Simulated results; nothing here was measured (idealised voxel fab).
Process module in this document: voxel trench capacitor
Cross-sectional view cut (width: 215 nm; square cell size: 5 nm).
If you're reading a cross-section in this doc, picture square cells in a grid; it comes to you as bands, top ones listed first down to the bottom, and a band can be one or more rows of cells.
First you get the band's top height and its bottom height, in nm, and then the materials it's made of, left to right, with each width in nm. If you see a single material with "everywhere", that one covers the band edge to edge. "blank" is empty space.
Heights are expressed relative to 0, this being the level below which the as-received wafer comprises one material exclusively. The lowest band is unbounded in the downward direction and is denoted as in "z 0 and below".
The notation "30 to 40" denotes a width that varies across the rows of cells in the band, beginning at the first number in the top row, finishing at the second number in the bottom row, and changing by an identical amount from each row to the next.
The cross-section has no changed cell in any step marked "stayed the same".
In "Closed void list" the enclosed voids are listed, meaning empty spaces of 8 cells or larger without any opening to the top. The form is width x height at distance, distance from the left edge, units nm.
Note: text after step settings on the step line = simulator remark on that step.
For masked steps, "overlay nm" on the step line gives how far right of plan the mask actually lay; a minus sign means it lay to the left.

Here's what the planned process steps look like
1. RECEIVE | material Si
2. CONFORMAL_DEP | material SiN | thk nm 10
3. DIRECTIONAL_DEP | material aC | thk nm 15
4. PATTERN | tone open | mask id TRENCH | material resist | width nm 30 | pitch nm 50 | thk nm 30 | overlay nm 0
5. DIRECTIONAL_ETCH | etch materials aC | depth nm 15
6. STRIP | etch materials resist
7. DIRECTIONAL_ETCH | etch materials SiN | depth nm 10
8. DIRECTIONAL_ETCH | etch materials Si | depth nm 35
9. STRIP | etch materials aC
10. CONFORMAL_DEP | material HfO2 | thk nm 5
11. CONFORMAL_DEP | material TiN | thk nm 5
12. FILL_DEP | material W | thk nm 10
13. CMP | height nm 10

Account of the first of two wafers, which was processed as intended

This is the cross-section of the wafer as we received it, i.e. after step 1
- z 0 and below: Si everywhere
- Closed void list: none

Cross-section of the wafer subsequent to step 2
- z 10 to 0: SiN everywhere
- Heights below 0 show no change.

Cross-section of the wafer subsequent to step 3
- z 25 to 10: aC everywhere
- Heights below 10 show no change.

Cross-section of the wafer subsequent to step 4
- z 55 to 25: 15 resist | 30 blank | 20 resist | 30 blank | 20 resist | 30 blank | 20 resist | 30 blank | 20 resist
- Heights below 25 show no change.

Cross-section of the wafer subsequent to step 5
- z 40 to 25: 15 resist | 30 blank | 20 resist | 30 blank | 20 resist | 30 blank | 20 resist | 30 blank | 20 resist
- z 25 to 10: 15 aC | 30 blank | 20 aC | 30 blank | 20 aC | 30 blank | 20 aC | 30 blank | 20 aC
- Heights below 10 show no change.

Cross-section of the wafer subsequent to step 6
- z 25 to 10: 15 aC | 30 blank | 20 aC | 30 blank | 20 aC | 30 blank | 20 aC | 30 blank | 20 aC
- Heights below 10 show no change.

Cross-section of the wafer subsequent to step 7
- z 25 to 10: 15 aC | 30 blank | 20 aC | 30 blank | 20 aC | 30 blank | 20 aC | 30 blank | 20 aC
- z 10 to 0: 15 SiN | 30 blank | 20 SiN | 30 blank | 20 SiN | 30 blank | 20 SiN | 30 blank | 20 SiN
- Heights below 0 show no change.

Cross-section of the wafer subsequent to step 8
- z 25 to 10: 15 aC | 30 blank | 20 aC | 30 blank | 20 aC | 30 blank | 20 aC | 30 blank | 20 aC
- z 10 to 0: 15 SiN | 30 blank | 20 SiN | 30 blank | 20 SiN | 30 blank | 20 SiN | 30 blank | 20 SiN
- z 0 to -35: 15 Si | 30 blank | 20 Si | 30 blank | 20 Si | 30 blank | 20 Si | 30 blank | 20 Si
- Heights below -35 show no change.

Cross-section of the wafer subsequent to step 9
- z 10 to 0: 15 SiN | 30 blank | 20 SiN | 30 blank | 20 SiN | 30 blank | 20 SiN | 30 blank | 20 SiN
- Heights below 0 show no change.

Cross-section of the wafer subsequent to step 10
- z 15 to 10: 20 HfO2 | 20 blank | 30 HfO2 | 20 blank | 30 HfO2 | 20 blank | 30 HfO2 | 20 blank | 25 HfO2
- z 10 to 0: 15 SiN | 5 HfO2 | 20 blank | 5 HfO2 | 20 SiN | 5 HfO2 | 20 blank | 5 HfO2 | 20 SiN | 5 HfO2 | 20 blank | 5 HfO2 | 20 SiN | 5 HfO2 | 20 blank | 5 HfO2 | 20 SiN
- z 0 to -30: 15 Si | 5 HfO2 | 20 blank | 5 HfO2 | 20 Si | 5 HfO2 | 20 blank | 5 HfO2 | 20 Si | 5 HfO2 | 20 blank | 5 HfO2 | 20 Si | 5 HfO2 | 20 blank | 5 HfO2 | 20 Si
- z -30 to -35: 15 Si | 30 HfO2 | 20 Si | 30 HfO2 | 20 Si | 30 HfO2 | 20 Si | 30 HfO2 | 20 Si
- Heights below -35 show no change.

Cross-section of the wafer subsequent to step 11
- z 20 to 15: 25 TiN | 10 blank | 40 TiN | 10 blank | 40 TiN | 10 blank | 40 TiN | 10 blank | 30 TiN
- z 15 to 10: 20 HfO2 | 5 TiN | 10 blank | 5 TiN | 30 HfO2 | 5 TiN | 10 blank | 5 TiN | 30 HfO2 | 5 TiN | 10 blank | 5 TiN | 30 HfO2 | 5 TiN | 10 blank | 5 TiN | 25 HfO2
- z 10 to 0: 15 SiN | 5 HfO2 | 5 TiN | 10 blank | 5 TiN | 5 HfO2 | 20 SiN | 5 HfO2 | 5 TiN | 10 blank | 5 TiN | 5 HfO2 | 20 SiN | 5 HfO2 | 5 TiN | 10 blank | 5 TiN | 5 HfO2 | 20 SiN | 5 HfO2 | 5 TiN | 10 blank | 5 TiN | 5 HfO2 | 20 SiN
- z 0 to -25: 15 Si | 5 HfO2 | 5 TiN | 10 blank | 5 TiN | 5 HfO2 | 20 Si | 5 HfO2 | 5 TiN | 10 blank | 5 TiN | 5 HfO2 | 20 Si | 5 HfO2 | 5 TiN | 10 blank | 5 TiN | 5 HfO2 | 20 Si | 5 HfO2 | 5 TiN | 10 blank | 5 TiN | 5 HfO2 | 20 Si
- z -25 to -30: 15 Si | 5 HfO2 | 20 TiN | 5 HfO2 | 20 Si | 5 HfO2 | 20 TiN | 5 HfO2 | 20 Si | 5 HfO2 | 20 TiN | 5 HfO2 | 20 Si | 5 HfO2 | 20 TiN | 5 HfO2 | 20 Si
- Heights below -30 show no change.

Cross-section of the wafer subsequent to step 12
- z 30 to 20: W everywhere
- z 20 to 15: 25 TiN | 10 W | 40 TiN | 10 W | 40 TiN | 10 W | 40 TiN | 10 W | 30 TiN
- z 15 to 10: 20 HfO2 | 5 TiN | 10 W | 5 TiN | 30 HfO2 | 5 TiN | 10 W | 5 TiN | 30 HfO2 | 5 TiN | 10 W | 5 TiN | 30 HfO2 | 5 TiN | 10 W | 5 TiN | 25 HfO2
- z 10 to 0: 15 SiN | 5 HfO2 | 5 TiN | 10 W | 5 TiN | 5 HfO2 | 20 SiN | 5 HfO2 | 5 TiN | 10 W | 5 TiN | 5 HfO2 | 20 SiN | 5 HfO2 | 5 TiN | 10 W | 5 TiN | 5 HfO2 | 20 SiN | 5 HfO2 | 5 TiN | 10 W | 5 TiN | 5 HfO2 | 20 SiN
- z 0 to -25: 15 Si | 5 HfO2 | 5 TiN | 10 W | 5 TiN | 5 HfO2 | 20 Si | 5 HfO2 | 5 TiN | 10 W | 5 TiN | 5 HfO2 | 20 Si | 5 HfO2 | 5 TiN | 10 W | 5 TiN | 5 HfO2 | 20 Si | 5 HfO2 | 5 TiN | 10 W | 5 TiN | 5 HfO2 | 20 Si
- Heights below -25 show no change.

Cross-section of the wafer subsequent to step 13
- z 10 to 0: 15 SiN | 5 HfO2 | 5 TiN | 10 W | 5 TiN | 5 HfO2 | 20 SiN | 5 HfO2 | 5 TiN | 10 W | 5 TiN | 5 HfO2 | 20 SiN | 5 HfO2 | 5 TiN | 10 W | 5 TiN | 5 HfO2 | 20 SiN | 5 HfO2 | 5 TiN | 10 W | 5 TiN | 5 HfO2 | 20 SiN
- Heights below 0 show no change.

Wafer two. Identical start, identical plan. One mistake in execution. Identical history through step 9

At the planned end of step 10, the second wafer in cross-section
- z 15 to 10: 20 TiN | 20 blank | 30 TiN | 20 blank | 30 TiN | 20 blank | 30 TiN | 20 blank | 25 TiN
- z 10 to 0: 15 SiN | 5 TiN | 20 blank | 5 TiN | 20 SiN | 5 TiN | 20 blank | 5 TiN | 20 SiN | 5 TiN | 20 blank | 5 TiN | 20 SiN | 5 TiN | 20 blank | 5 TiN | 20 SiN
- z 0 to -30: 15 Si | 5 TiN | 20 blank | 5 TiN | 20 Si | 5 TiN | 20 blank | 5 TiN | 20 Si | 5 TiN | 20 blank | 5 TiN | 20 Si | 5 TiN | 20 blank | 5 TiN | 20 Si
- z -30 to -35: 15 Si | 30 TiN | 20 Si | 30 TiN | 20 Si | 30 TiN | 20 Si | 30 TiN | 20 Si
- Heights below -35 show no change.

At the planned end of step 11, the second wafer in cross-section
- z 20 to 15: 25 HfO2 | 10 blank | 40 HfO2 | 10 blank | 40 HfO2 | 10 blank | 40 HfO2 | 10 blank | 30 HfO2
- z 15 to 10: 20 TiN | 5 HfO2 | 10 blank | 5 HfO2 | 30 TiN | 5 HfO2 | 10 blank | 5 HfO2 | 30 TiN | 5 HfO2 | 10 blank | 5 HfO2 | 30 TiN | 5 HfO2 | 10 blank | 5 HfO2 | 25 TiN
- z 10 to 0: 15 SiN | 5 TiN | 5 HfO2 | 10 blank | 5 HfO2 | 5 TiN | 20 SiN | 5 TiN | 5 HfO2 | 10 blank | 5 HfO2 | 5 TiN | 20 SiN | 5 TiN | 5 HfO2 | 10 blank | 5 HfO2 | 5 TiN | 20 SiN | 5 TiN | 5 HfO2 | 10 blank | 5 HfO2 | 5 TiN | 20 SiN
- z 0 to -25: 15 Si | 5 TiN | 5 HfO2 | 10 blank | 5 HfO2 | 5 TiN | 20 Si | 5 TiN | 5 HfO2 | 10 blank | 5 HfO2 | 5 TiN | 20 Si | 5 TiN | 5 HfO2 | 10 blank | 5 HfO2 | 5 TiN | 20 Si | 5 TiN | 5 HfO2 | 10 blank | 5 HfO2 | 5 TiN | 20 Si
- z -25 to -30: 15 Si | 5 TiN | 20 HfO2 | 5 TiN | 20 Si | 5 TiN | 20 HfO2 | 5 TiN | 20 Si | 5 TiN | 20 HfO2 | 5 TiN | 20 Si | 5 TiN | 20 HfO2 | 5 TiN | 20 Si
- Heights below -30 show no change.

At the planned end of step 12, the second wafer in cross-section
- z 30 to 20: W everywhere
- z 20 to 15: 25 HfO2 | 10 W | 40 HfO2 | 10 W | 40 HfO2 | 10 W | 40 HfO2 | 10 W | 30 HfO2
- z 15 to 10: 20 TiN | 5 HfO2 | 10 W | 5 HfO2 | 30 TiN | 5 HfO2 | 10 W | 5 HfO2 | 30 TiN | 5 HfO2 | 10 W | 5 HfO2 | 30 TiN | 5 HfO2 | 10 W | 5 HfO2 | 25 TiN
- z 10 to 0: 15 SiN | 5 TiN | 5 HfO2 | 10 W | 5 HfO2 | 5 TiN | 20 SiN | 5 TiN | 5 HfO2 | 10 W | 5 HfO2 | 5 TiN | 20 SiN | 5 TiN | 5 HfO2 | 10 W | 5 HfO2 | 5 TiN | 20 SiN | 5 TiN | 5 HfO2 | 10 W | 5 HfO2 | 5 TiN | 20 SiN
- z 0 to -25: 15 Si | 5 TiN | 5 HfO2 | 10 W | 5 HfO2 | 5 TiN | 20 Si | 5 TiN | 5 HfO2 | 10 W | 5 HfO2 | 5 TiN | 20 Si | 5 TiN | 5 HfO2 | 10 W | 5 HfO2 | 5 TiN | 20 Si | 5 TiN | 5 HfO2 | 10 W | 5 HfO2 | 5 TiN | 20 Si
- Heights below -25 show no change.

At the planned end of step 13, the second wafer in cross-section
- z 10 to 0: 15 SiN | 5 TiN | 5 HfO2 | 10 W | 5 HfO2 | 5 TiN | 20 SiN | 5 TiN | 5 HfO2 | 10 W | 5 HfO2 | 5 TiN | 20 SiN | 5 TiN | 5 HfO2 | 10 W | 5 HfO2 | 5 TiN | 20 SiN | 5 TiN | 5 HfO2 | 10 W | 5 HfO2 | 5 TiN | 20 SiN
- Heights below 0 show no change.
So what did we get wrong on this run? step 11 occupied the plan position of step 10, and the converse holds as well
Final comparison by cell count, materials where the second wafer has more or fewer than the first: 16 fewer of HfO2, 16 more of TiN
